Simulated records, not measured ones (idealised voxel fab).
process module | voxel wiring stack
cross-section cut | 255 nm wide | cells 5 nm
A cross-section is a grid of square cells, given in bands from the top down. A band is one or more rows of cells.
Each band's line starts with the height of the band's top and of its bottom, in nm. Then come its materials from left to right, each with its width in nm. One material with "throughout" fills the band from edge to edge. "air" is empty space.
Height 0 is the level under which the wafer as received is all one material. The lowest band goes on downwards, as in "0 down".
A width such as "30 to 40" changes by the same amount from each row of cells to the next, from the band's top row to its bottom row.
"no change" after a step means that no cell of the cross-section changed.
closed voids: empty space of 8 cells or more with no open way to the top, each as width x height at its distance from the left edge, in nm
after a step's settings: what the simulator itself notes on the step
overlay nm, on a step with a mask: how far to the right of its planned place the mask lay; to the left if negative
plan
1 op RECEIVE | material Si
2 op CONFORMAL_DEP | material SiO2 | thk nm 15
3 op CONFORMAL_DEP | material SiN | thk nm 5
4 op DIRECTIONAL_DEP | material SiO2 | thk nm 15
5 op DIRECTIONAL_DEP | material aC | thk nm 15
6 op PATTERN | tone open | mask id METAL_1 | material resist | width nm 20 | pitch nm 35 | thk nm 35 | overlay nm 0
7 op DIRECTIONAL_ETCH | etch materials aC | depth nm 15
8 op STRIP | etch materials resist
9 op DIRECTIONAL_ETCH | etch materials SiO2 | depth nm 15
10 op DIRECTIONAL_ETCH | etch materials SiN | depth nm 5
11 op STRIP | etch materials aC
12 op CONFORMAL_DEP | material TiN | thk nm 5
13 op FILL_DEP | material W | thk nm 10
14 op CMP | height nm 35
15 op CONFORMAL_DEP | material SiCN | thk nm 5
16 op DIRECTIONAL_DEP | material SiO2 | thk nm 15
17 op PATTERN | tone open | mask id PLUG_1 | material resist | width nm 15 | pitch nm 70 | thk nm 20 | overlay nm 0
18 op DIRECTIONAL_ETCH | etch materials SiO2 | depth nm 15
19 op DIRECTIONAL_ETCH | etch materials SiCN | depth nm 5
20 op STRIP | etch materials resist
21 op CONFORMAL_DEP | material TiN | thk nm 5
22 op FILL_DEP | material Ru | thk nm 10
23 op CMP | height nm 55
24 op DIRECTIONAL_DEP | material TiN | thk nm 5
25 op DIRECTIONAL_DEP | material Ru | thk nm 15
26 op MASKED_ETCH | tone cover | mask id METAL_2 | width nm 20 | pitch nm 35 | etch materials Ru | depth nm 15 | overlay nm 0
27 op MASKED_ETCH | tone cover | mask id METAL_2 | width nm 20 | pitch nm 35 | etch materials TiN | depth nm 5 | overlay nm 0
28 op FILL_DEP | material SiO2 | thk nm 5
29 op CMP | height nm 75
30 op CONFORMAL_DEP | material SiCN | thk nm 5
31 op DIRECTIONAL_DEP | material SiO2 | thk nm 30
32 op DIRECTIONAL_DEP | material aC | thk nm 10
33 op PATTERN | tone open | mask id METAL_3 | material resist | width nm 20 | pitch nm 35 | thk nm 30 | overlay nm 0
34 op DIRECTIONAL_ETCH | etch materials aC | depth nm 10
35 op STRIP | etch materials resist
36 op DIRECTIONAL_ETCH | etch materials SiO2 | depth nm 20
37 op STRIP | etch materials aC
38 op PATTERN | tone open | mask id METAL_3_HOLES | material resist | width nm 15 | pitch nm 70 | thk nm 20 | overlay nm 0
39 op DIRECTIONAL_ETCH | etch materials SiO2 | depth nm 10
40 op DIRECTIONAL_ETCH | etch materials SiCN | depth nm 5
41 op STRIP | etch materials resist
42 op CONFORMAL_DEP | material TiN | thk nm 5
43 op FILL_DEP | material Cu | thk nm 5
44 op CMP | height nm 110
45 op CONFORMAL_DEP | material SiN | thk nm 5
as received, after step 1
  0 down: Si throughout
  closed voids: none
a wafer at the end: this start, this plan, one mistake
  115 to 110: SiN throughout
  110 to 95: SiO2 65 | TiN 5 | Cu 10 | TiN 5 | SiO2 15 | TiN 5 | Cu 10 | TiN 5 | SiO2 15 | TiN 5 | Cu 10 | TiN 5 | SiO2 15 | TiN 5 | Cu 10 | TiN 5 | SiO2 65
  95 to 90: SiO2 65 | TiN 5 | Cu 5 | TiN 10 | SiO2 15 | TiN 20 | SiO2 15 | TiN 5 | Cu 5 | TiN 10 | SiO2 15 | TiN 20 | SiO2 65
  90 to 80: SiO2 65 | TiN 5 | Cu 5 | TiN 5 | SiO2 55 | TiN 5 | Cu 5 | TiN 5 | SiO2 105
  80 to 75: SiCN 65 | TiN 15 | SiCN 55 | TiN 15 | SiCN 105
  75 to 60: Ru 65 | SiO2 20 | Ru 15 | SiO2 20 | Ru 15 | SiO2 20 | Ru 15 | SiO2 20 | Ru 65
  60 to 55: TiN throughout
  55 to 40: SiO2 65 | TiN 5 | Ru 5 | TiN 5 | SiO2 55 | TiN 5 | Ru 5 | TiN 5 | SiO2 105
  40 to 35: SiCN 65 | TiN 15 | SiCN 55 | TiN 15 | SiCN 105
  35 to 20: SiO2 65 | TiN 5 | W 10 | TiN 5 | SiO2 15 | TiN 5 | W 10 | TiN 5 | SiO2 15 | TiN 5 | W 10 | TiN 5 | SiO2 15 | TiN 5 | W 10 | TiN 5 | SiO2 65
  20 to 15: SiN 65 | TiN 20 | SiN 15 | TiN 20 | SiN 15 | TiN 20 | SiN 15 | TiN 20 | SiN 65
  15 to 0: SiO2 throughout
  0 down: Si throughout
  closed voids: none
what went wrong: step 26 ran as: op MASKED_ETCH | tone open | mask id METAL_2 | width nm 20 | pitch nm 35 | etch materials Ru | depth nm 15 | overlay nm 0
